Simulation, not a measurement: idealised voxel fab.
This section sets out a process module, namely voxel capacitor over wiring.
Pictured: cross-section cut, 240 nm wide, on a grid of 5 nm square cells.
A cross-section is written here as square cells arranged in a grid, and it is given in bands from the top down, each band taking up one or more rows of cells. Each band's line starts with the height of the band's top and of its bottom, in nm. Then come its materials from left to right, each with its width in nm. One material with "full width" fills the band from edge to edge. "air" is empty space. Basically, 0 is our baseline, since under it the wafer straight out of the box is all one material. The bottom band has no lower end and keeps on going down, so it looks like "top 0, no bottom". Quick explanation for "30 to 40": the width changes in equal steps down the rows of cells, from the first number in the band's top row to the second number in its bottom row. Key: "remained the same" - step with no changed cell in the cross-section. This entry, "Cavities, closed", enumerates those empty regions of no fewer than 8 cells that possess no open connection to the top. Each region is reported in the form width x height at distance, the distance being taken from the left edge, with all three quantities expressed in nm. after a step's settings: what the simulator itself notes on the step. overlay nm: how far to the right of its planned place the mask lay on this masked step (negative: to the left).

INTENDED PROCESS STEPS
1,RECEIVE,material Si
2,CONFORMAL_DEP,material SiO2,thk nm 10
3,CONFORMAL_DEP,material SiCN,thk nm 5
4,DIRECTIONAL_DEP,material SiO2,thk nm 15
5,DIRECTIONAL_DEP,material aC,thk nm 10
6,PATTERN,tone open,mask id METAL_1,material resist,width nm 20,pitch nm 80,thk nm 30,overlay nm 0
7,DIRECTIONAL_ETCH,etch materials aC,depth nm 10
8,STRIP,etch materials resist
9,DIRECTIONAL_ETCH,etch materials SiO2,depth nm 15
10,DIRECTIONAL_ETCH,etch materials SiCN,depth nm 5
11,STRIP,etch materials aC
12,CONFORMAL_DEP,material TiN,thk nm 5
13,FILL_DEP,material W,thk nm 10
14,CMP,height nm 30
15,EPI,material Ru,thk nm 5
16,FILL_DEP,material SiCN,thk nm 5
17,DIRECTIONAL_DEP,material lowk,thk nm 15
18,MASKED_ETCH,tone open,mask id PLUG_1,width nm 15,etch materials lowk,depth nm 15,overlay nm 0
19,MASKED_ETCH,tone open,mask id PLUG_1,width nm 15,etch materials SiCN,depth nm 5,overlay nm 0
20,CONFORMAL_DEP,material TiN,thk nm 5
21,FILL_DEP,material Ru,thk nm 5
22,CMP,height nm 55
23,DIRECTIONAL_DEP,material TiN,thk nm 5
24,DIRECTIONAL_DEP,material SiN,thk nm 5
25,DIRECTIONAL_DEP,material TiN,thk nm 5
26,MASKED_ETCH,tone cover,mask id UPPER_PLATE,width nm 65,etch materials TiN,depth nm 5,overlay nm 0
27,MASKED_ETCH,tone cover,mask id UPPER_PLATE,width nm 65,etch materials SiN,depth nm 5,overlay nm 0
28,DIRECTIONAL_DEP,material aC,thk nm 15
29,PATTERN,tone cover,mask id LOWER_PLATE,material resist,width nm 75,thk nm 30,overlay nm 0
30,DIRECTIONAL_ETCH,etch materials aC,depth nm 15
31,STRIP,etch materials resist
32,DIRECTIONAL_ETCH,etch materials TiN,depth nm 5
33,STRIP,etch materials aC
34,FILL_DEP,material SiO2,thk nm 20
35,CMP,height nm 85
36,PATTERN,tone open,mask id PLUG_2,material resist,width nm 15,thk nm 15,overlay nm 0
37,DIRECTIONAL_ETCH,etch materials SiO2,depth nm 15
38,STRIP,etch materials resist
39,CONFORMAL_DEP,material TiN,thk nm 5
40,FILL_DEP,material Cu,thk nm 10
41,CMP,height nm 85
42,CONFORMAL_DEP,material SiCN,thk nm 5

INCOMING WAFER IN CROSS-SECTION (STATE: AFTER STEP 1)
> top 0, no bottom: Si full width
> Cavities, closed: none

FINAL WAFER PROFILE IN CROSS-SECTION AFTER THE MODULE, FROM THE SAME START AND PLAN AS ABOVE, WITH ONE MISTAKE MADE DURING PROCESSING
> top 90, bottom 85: SiCN full width
> top 85, bottom 75: SiO2 85 nm; TiN 5 nm; Cu 5 nm; TiN 5 nm; SiO2 140 nm
> top 75, bottom 65: SiO2 85 to 75 nm; TiN 15 to 65 nm; SiO2 140 to 100 nm
> top 65, bottom 60: SiO2 75 nm; SiN 65 nm; SiO2 100 nm
> top 60, bottom 55: SiO2 70 nm; TiN 75 nm; SiO2 95 nm
> top 55, bottom 40: lowk 75 nm; TiN 5 nm; Ru 5 nm; TiN 5 nm; lowk 150 nm
> top 40, bottom 35: SiCN 75 nm; TiN 15 nm; SiCN 150 nm
> top 35, bottom 30: SiCN 65 nm; Ru 30 nm; SiCN 50 nm; Ru 30 nm; SiCN 65 nm
> top 30, bottom 25: SiO2 70 nm; TiN 5 nm; W 10 nm; TiN 5 nm; SiO2 60 nm; TiN 5 nm; W 10 nm; TiN 5 nm; SiO2 70 nm
> top 25, bottom 20: SiCN 70 nm; TiN 20 nm; SiCN 60 nm; TiN 20 nm; SiCN 70 nm
> top 20, bottom 10: SiCN full width
> top 10, bottom 0: SiO2 full width
> top 0, no bottom: Si full width
> Cavities, closed: none
The mistake made against the process plan was this: step 3 deviated from plan and actually ran as CONFORMAL_DEP,material SiCN,thk nm 15
